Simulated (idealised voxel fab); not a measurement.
Documented hereafter: the process module known as voxel released beams.
Square cell edge 5 nm, section width 215 nm, ID cut.
A cross-section is a grid of square cells, given in bands from the top down. A band is one or more rows of cells. Band: top height; bottom height; in nm. Then, left to right: material with width in nm, for each material. "everywhere": a single material spanning edge to edge. "blank": empty space. Note: height 0 marks the level under which the wafer is uniformly one material as received. Lowest band unbounded below, written "top 0, no bottom". With a width like "30 to 40", each row of cells in the band differs from the next by the same amount, the top row carrying the first number and the bottom row the second. No cell of the cross-section changed in a step that is given as "everything unchanged". Empty spaces counting at least 8 cells and having no open way to the top are listed in "Sealed internal cavities". The notation width x height at distance is used for each, the distance being from the left edge and all three values in nm. The remark found on a step's line after its settings is issued by the simulator itself and pertains to that step. overlay nm: on a step with a mask, how far right of its planned place the mask lay; negative means left.

List of planned process steps
1) RECEIVE (material Si)
2) CONFORMAL_DEP (material SiN; thk nm 10)
3) DIRECTIONAL_DEP (material SiO2; thk nm 15)
4) PATTERN (tone open; mask id ANCHOR; material resist; width nm 45; thk nm 15; overlay nm 0)
5) DIRECTIONAL_ETCH (etch materials SiO2; depth nm 15)
6) STRIP (etch materials resist)
7) CONFORMAL_DEP (material W; thk nm 15)
8) MASKED_ETCH (tone cover; mask id BEAM; width nm 90; etch materials W; depth nm 15; overlay nm 0)
9) STRIP (etch materials SiO2)

Incoming wafer, cross-sectional view, post step 1
top 0, no bottom | Si everywhere
Sealed internal cavities: none

Module complete - cross-section of the first of two wafers, run according to plan
top 40, bottom 25 | blank 60, then W 20, then blank 15, then W 55, then blank 65
top 25, bottom 10 | blank 65, then W 45, then blank 105
top 10, bottom 0 | SiN everywhere
top 0, no bottom | Si everywhere
Sealed internal cavities: none

So this is wafer number two of the two, cut at the end of the module - it started where the first did and had the same plan, we just got one thing wrong running it
top 35, bottom 25 | blank 60, then W 15, then blank 25, then W 50, then blank 65
top 25, bottom 20 | blank 65, then W 10, then blank 25, then W 10, then blank 105
top 20, bottom 10 | blank 65, then W 45, then blank 105
top 10, bottom 0 | SiN everywhere
top 0, no bottom | Si everywhere
Sealed internal cavities: none
Here's what went sideways: in deviation from the planned setting, step 7 was conducted as CONFORMAL_DEP (material W; thk nm 10)
Final cells, second wafer relative to first, materials higher or lower: -24 W
